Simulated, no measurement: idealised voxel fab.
process module | voxel ribs on slabs
cross-section cut | 220 nm wide | cells 5 nm
A cross-section is a grid of square cells, given in bands from the top down. A band is one or more rows of cells.
Each band's line starts with the height of the band's top and of its bottom, in nm. Then come its materials from left to right, each with its width in nm. One material with "throughout" fills the band from edge to edge. "air" is empty space.
Height 0 is the level under which the wafer as received is all one material. The lowest band goes on downwards, as in "0 down".
A width such as "30 to 40" changes by the same amount from each row of cells to the next, from the band's top row to its bottom row.
"no change" after a step means that no cell of the cross-section changed.
closed voids: empty space of 8 cells or more with no open way to the top, each as width x height at its distance from the left edge, in nm
after a step's settings: what the simulator itself notes on the step
overlay nm, on a step with a mask: how far to the right of its planned place the mask lay; to the left if negative
plan
1 op RECEIVE | material Si
2 op DIRECTIONAL_DEP | material SiO2 | thk nm 30
3 op DIRECTIONAL_DEP | material polySi | thk nm 15
4 op PATTERN | tone cover | mask id RIB | material resist | width nm 20 | thk nm 15 | overlay nm 0
5 op DIRECTIONAL_ETCH | etch materials polySi | depth nm 10
6 op STRIP | etch materials resist
7 op MASKED_ETCH | tone cover | mask id SLAB | width nm 70 | etch materials polySi | depth nm 5 | overlay nm 0
8 op FILL_DEP | material SiO2 | thk nm 15
9 op CMP | height nm 55
10 op DIRECTIONAL_DEP | material TiN | thk nm 5
11 op DIRECTIONAL_DEP | material aC | thk nm 15
12 op PATTERN | tone cover | mask id HEATER | material resist | width nm 20 | thk nm 35 | overlay nm 0
13 op DIRECTIONAL_ETCH | etch materials aC | depth nm 15
14 op STRIP | etch materials resist
15 op DIRECTIONAL_ETCH | etch materials TiN | depth nm 5
16 op STRIP | etch materials aC
17 op CONFORMAL_DEP | material SiO2 | thk nm 5
varied across the wafers: width nm of step 12. The plan shows the first wafer's value. All wafers start alike
first wafer as received, after step 1
  0 down: Si throughout
  closed voids: none
first wafer at the end, after step 17
  65 to 60: air 95 | SiO2 30 | air 95
  60 to 55: SiO2 100 | TiN 20 | SiO2 100
  55 to 45: SiO2 throughout
  45 to 35: SiO2 100 | polySi 20 | SiO2 100
  35 to 30: SiO2 75 | polySi 70 | SiO2 75
  30 to 0: SiO2 throughout
  0 down: Si throughout
  closed voids: none
last wafer at the end
  65 to 60: air 85 | SiO2 55 | air 80
  60 to 55: SiO2 90 | TiN 45 | SiO2 85
  55 to 45: SiO2 throughout
  45 to 35: SiO2 100 | polySi 20 | SiO2 100
  35 to 30: SiO2 75 | polySi 70 | SiO2 75
  30 to 0: SiO2 throughout
  0 down: Si throughout
  closed voids: none
each wafer at the end: cells of each material gained (+) or lost (-) since it was received, then its closed voids
width nm 20 | +508 SiO2 | +4 TiN | +22 polySi | closed voids: none
width nm 25 | +508 SiO2 | +5 TiN | +22 polySi | closed voids: none
width nm 30 | +508 SiO2 | +6 TiN | +22 polySi | closed voids: none
width nm 35 | +508 SiO2 | +7 TiN | +22 polySi | closed voids: none
width nm 40 | +508 SiO2 | +8 TiN | +22 polySi | closed voids: none
width nm 45 | +508 SiO2 | +9 TiN | +22 polySi | closed voids: none
